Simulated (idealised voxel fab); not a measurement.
The following process module bears the name voxel self aligned vias.
Square cells of 5 nm make up the cross-section cut, whose width is 230 nm.
If you're reading a cross-section in this doc, picture square cells in a grid; it comes to you as bands, top ones listed first down to the bottom, and a band can be one or more rows of cells. Read a band's entry like this: the first values are the height of its top and the height of its bottom in nm, and what follows is the sequence of materials from left to right, each with its width in nm. Note that "air" is empty space, and that a single material marked "edge to edge" reaches across the band from edge to edge. Measure heights from 0. That's the level where, below it, the as-received wafer is all one material. The lowest band is bottomless and extends downward; write it as in "0 nm and below". It should be noted that a width expressed as "30->40" varies in equal increments from row to row of cells within the band, taking the value of the first number at the top row and that of the second number at the bottom row. Reading "all unchanged" for a step: not a cell of the cross-section changed in it. "Completely enclosed voids" specifies each empty space that is not open to the top and that occupies no fewer than 8 cells, using the form width x height at distance, the distance measured from the left edge and all three quantities in nm. Whatever follows a step's settings on its line is a remark the simulator itself makes about that step. The "overlay nm" setting may appear on a step's line; for a step that uses a mask, it gives how far to the right of its planned position the mask lay, and a negative value indicates the left.

Listed below are the process steps as planned:
1 RECEIVE with material Si
2 CONFORMAL_DEP with material SiO2, thk nm 15
3 CONFORMAL_DEP with material SiCN, thk nm 5
4 DIRECTIONAL_DEP with material SiO2, thk nm 30
5 MASKED_ETCH with tone open, mask id LINES, width nm 30, pitch nm 65, etch materials SiO2, depth nm 30, overlay nm 0
6 CONFORMAL_DEP with material TiN, thk nm 5
7 FILL_DEP with material Ru, thk nm 5
8 CMP with height nm 50
9 SELECTIVE_ETCH with etch materials W Ru TiN, depth nm 10
10 FILL_DEP with material SiN, thk nm 5
11 CMP with height nm 50
12 DIRECTIONAL_DEP with material SiO2, thk nm 20
13 MASKED_ETCH with tone open, mask id VIAS, width nm 40, pitch nm 130, etch materials SiO2, depth nm 20, overlay nm 0
14 MASKED_ETCH with tone open, mask id VIAS, width nm 40, pitch nm 130, etch materials SiN, depth nm 10, overlay nm 0
15 CONFORMAL_DEP with material TiN, thk nm 5
16 FILL_DEP with material Ru, thk nm 5
17 CMP with height nm 70
18 CONFORMAL_DEP with material SiN, thk nm 5

So this is the incoming wafer in cross-section - it's already been through step 1:
* 0 nm and below = Si edge to edge
* Completely enclosed voids: none

Look at the cross-section after the module: the wafer started out the way shown above and the plan was the one shown above, yet one mistake was made along the way:
* 75 nm to 70 nm = SiN edge to edge
* 70 nm to 55 nm = 30 nm SiO2  5 nm TiN  30 nm Ru  5 nm TiN  90 nm SiO2  5 nm TiN  30 nm Ru  5 nm TiN  30 nm SiO2
* 55 nm to 50 nm = 30 nm SiO2  20 nm TiN  15 nm Ru  5 nm TiN  90 nm SiO2  20 nm TiN  15 nm Ru  5 nm TiN  30 nm SiO2
* 50 nm to 45 nm = 45 nm SiO2  5 nm TiN  15 nm Ru  5 nm TiN  5 nm SiN  35 nm SiO2  30 nm SiN  35 nm SiO2  5 nm TiN  15 nm Ru  5 nm TiN  5 nm SiN  25 nm SiO2
* 45 nm to 40 nm = 45 nm SiO2  25 nm TiN  5 nm SiN  35 nm SiO2  30 nm SiN  35 nm SiO2  25 nm TiN  5 nm SiN  25 nm SiO2
* 40 nm to 25 nm = 45 nm SiO2  5 nm TiN  20 nm Ru  5 nm TiN  35 nm SiO2  5 nm TiN  20 nm Ru  5 nm TiN  35 nm SiO2  5 nm TiN  20 nm Ru  5 nm TiN  25 nm SiO2
* 25 nm to 20 nm = 45 nm SiO2  30 nm TiN  35 nm SiO2  30 nm TiN  35 nm SiO2  30 nm TiN  25 nm SiO2
* 20 nm to 15 nm = SiCN edge to edge
* 15 nm to 0 nm = SiO2 edge to edge
* 0 nm and below = Si edge to edge
* Completely enclosed voids: none
Misprocessing identified: step 5 ran as: MASKED_ETCH with tone open, mask id LINES, width nm 30, pitch nm 65, etch materials SiO2, depth nm 30, overlay nm 10
